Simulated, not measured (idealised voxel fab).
process module | voxel capacitor over wiring
cross-section cut | 205 nm wide | cells 5 nm
A cross-section is a grid of square cells, given in bands from the top down. A band is one or more rows of cells.
Each band's line starts with the height of the band's top and of its bottom, in nm. Then come its materials from left to right, each with its width in nm. One material with "throughout" fills the band from edge to edge. "air" is empty space.
Height 0 is the level under which the wafer as received is all one material. The lowest band goes on downwards, as in "0 down".
A width such as "30 to 40" changes by the same amount from each row of cells to the next, from the band's top row to its bottom row.
"no change" after a step means that no cell of the cross-section changed.
closed voids: empty space of 8 cells or more with no open way to the top, each as width x height at its distance from the left edge, in nm
after a step's settings: what the simulator itself notes on the step
overlay nm, on a step with a mask: how far to the right of its planned place the mask lay; to the left if negative
plan
1 op RECEIVE | material Si
2 op CONFORMAL_DEP | material SiO2 | thk nm 10
3 op CONFORMAL_DEP | material SiCN | thk nm 5
4 op DIRECTIONAL_DEP | material lowk | thk nm 15
5 op PATTERN | tone open | mask id METAL_1 | material resist | width nm 25 | pitch nm 95 | thk nm 15 | overlay nm 0
6 op DIRECTIONAL_ETCH | etch materials lowk | depth nm 15
7 op DIRECTIONAL_ETCH | etch materials SiCN | depth nm 5
8 op STRIP | etch materials resist
9 op CONFORMAL_DEP | material TiN | thk nm 5
10 op FILL_DEP | material Cu | thk nm 5
11 op CMP | height nm 30
12 op EPI | material Ru | thk nm 5
13 op FILL_DEP | material SiCN | thk nm 5
14 op DIRECTIONAL_DEP | material lowk | thk nm 15
15 op DIRECTIONAL_DEP | material aC | thk nm 15
16 op PATTERN | tone open | mask id PLUG_1 | material resist | width nm 15 | thk nm 35 | overlay nm 0
17 op DIRECTIONAL_ETCH | etch materials aC | depth nm 15
18 op STRIP | etch materials resist
19 op DIRECTIONAL_ETCH | etch materials lowk | depth nm 15
20 op DIRECTIONAL_ETCH | etch materials SiCN | depth nm 5
21 op STRIP | etch materials aC
22 op EPI | material Ru | thk nm 10
23 op EPI | material Ru | thk nm 10
24 op DIRECTIONAL_DEP | material TiN | thk nm 10
25 op DIRECTIONAL_DEP | material Al2O3 | thk nm 5
26 op DIRECTIONAL_DEP | material TiN | thk nm 5
27 op MASKED_ETCH | tone cover | mask id UPPER_PLATE | width nm 75 | etch materials TiN | depth nm 5 | overlay nm 0
28 op MASKED_ETCH | tone cover | mask id UPPER_PLATE | width nm 75 | etch materials Al2O3 | depth nm 5 | overlay nm 0
29 op PATTERN | tone cover | mask id LOWER_PLATE | material resist | width nm 85 | thk nm 20 | overlay nm 0
30 op DIRECTIONAL_ETCH | etch materials TiN | depth nm 10
31 op STRIP | etch materials resist
32 op FILL_DEP | material SiO2 | thk nm 20
33 op CMP | height nm 90
34 op DIRECTIONAL_DEP | material aC | thk nm 10
35 op PATTERN | tone open | mask id PLUG_2 | material resist | width nm 15 | thk nm 30 | overlay nm 0
36 op DIRECTIONAL_ETCH | etch materials aC | depth nm 10
37 op STRIP | etch materials resist
38 op DIRECTIONAL_ETCH | etch materials SiO2 | depth nm 15
39 op STRIP | etch materials aC
40 op CONFORMAL_DEP | material TiN | thk nm 5
41 op FILL_DEP | material Ru | thk nm 5
42 op CMP | height nm 90
43 op CONFORMAL_DEP | material SiN | thk nm 5
as received, after step 1
  0 down: Si throughout
  closed voids: none
a wafer at the end: this start, this plan, one mistake
  95 to 90: SiN throughout
  90 to 80: SiO2 60 | TiN 5 | Ru 5 | TiN 5 | SiO2 130
  80 to 70: SiO2 60 to 50 | TiN 15 to 75 | SiO2 130 to 80
  70 to 65: SiO2 50 | Al2O3 75 | SiO2 80
  65 to 55: SiO2 45 | TiN 85 | SiO2 75
  55 to 40: lowk 45 | Ru 25 | lowk 135
  40 to 35: SiCN 45 | Ru 25 | SiCN 135
  35 to 30: SiCN 35 | Ru 35 | SiCN 60 | Ru 35 | SiCN 40
  30 to 15: lowk 40 | TiN 5 | Cu 15 | TiN 5 | lowk 70 | TiN 5 | Cu 15 | TiN 5 | lowk 45
  15 to 10: SiCN 40 | TiN 25 | SiCN 70 | TiN 25 | SiCN 45
  10 to 0: SiO2 throughout
  0 down: Si throughout
  closed voids: none
what went wrong: step 16 ran as: op PATTERN | tone open | mask id PLUG_1 | material resist | width nm 25 | thk nm 35 | overlay nm 0
